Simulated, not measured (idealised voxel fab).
Name of the process module below: voxel local oxidation
Cross-sectional view cut (width: 275 nm; square cell size: 5 nm).
Bands, listed from the top down, are how a cross-section gets written in this document; the cross-section itself is a grid of square cells, and a band is one or more rows of them. Top, bottom (nm), then materials left to right with widths (nm); lone material tagged "edge to edge" fills the whole band edge to edge; "air" = empty space. Ref level 0: as-received wafer is one material below here. Bottom band extends down with no lower bound ("top 0, no bottom"). Width: "30..40" (first number = top row, second number = bottom row, same change from row to row of cells). Step marked "no modifications"? Then no cell in the cross-section changed in it. Heads up: "Closed void roster" only lists the empty pockets with no open path to the top that are 8 cells or more, and it writes them as width x height at distance, distance from the left edge, in nm. It should be noted that, on the line of a given step, the content following the step's settings is a remark produced by the simulator itself with respect to that step. If you see "overlay nm" on a step's line and that step has a mask, it's telling you how far right of where it was planned the mask ended up; a negative number means it went left instead.
## Listed below are the process steps as planned
1) RECEIVE, material Si
2) CONFORMAL_DEP, material SiO2, thk nm 5
3) CONFORMAL_DEP, material SiN, thk nm 15
4) PATTERN, tone cover, mask id ACTIVE, material resist, width nm 95, pitch nm 130, thk nm 20, overlay nm 0
5) DIRECTIONAL_ETCH, etch materials SiN, depth nm 15
6) STRIP, etch materials resist
7) SELECTIVE_ETCH, etch materials SiO2, depth nm 5
8) OXIDIZE, depth nm 15
9) STRIP, etch materials SiN
## Shown in cross-section is the wafer as received, that is, as it stands after step 1
* top 0, no bottom: Si edge to edge
* Closed void roster: none
## This is how the wafer looks in cross-section once the module is done, given the starting state and plan above and one mistake in carrying the plan out
* top 5, bottom 0: 20 SiO2, 105 air, 25 SiO2, 105 air, 20 SiO2
* top 0, bottom -15: 5 Si, 265 SiO2, 5 Si
* top -15, no bottom: Si edge to edge
* Closed void roster: none
Misprocessing identified: step 4, actual vs plan mismatch, actual run PATTERN, tone open, mask id ACTIVE, material resist, width nm 95, pitch nm 130, thk nm 20, overlay nm 0
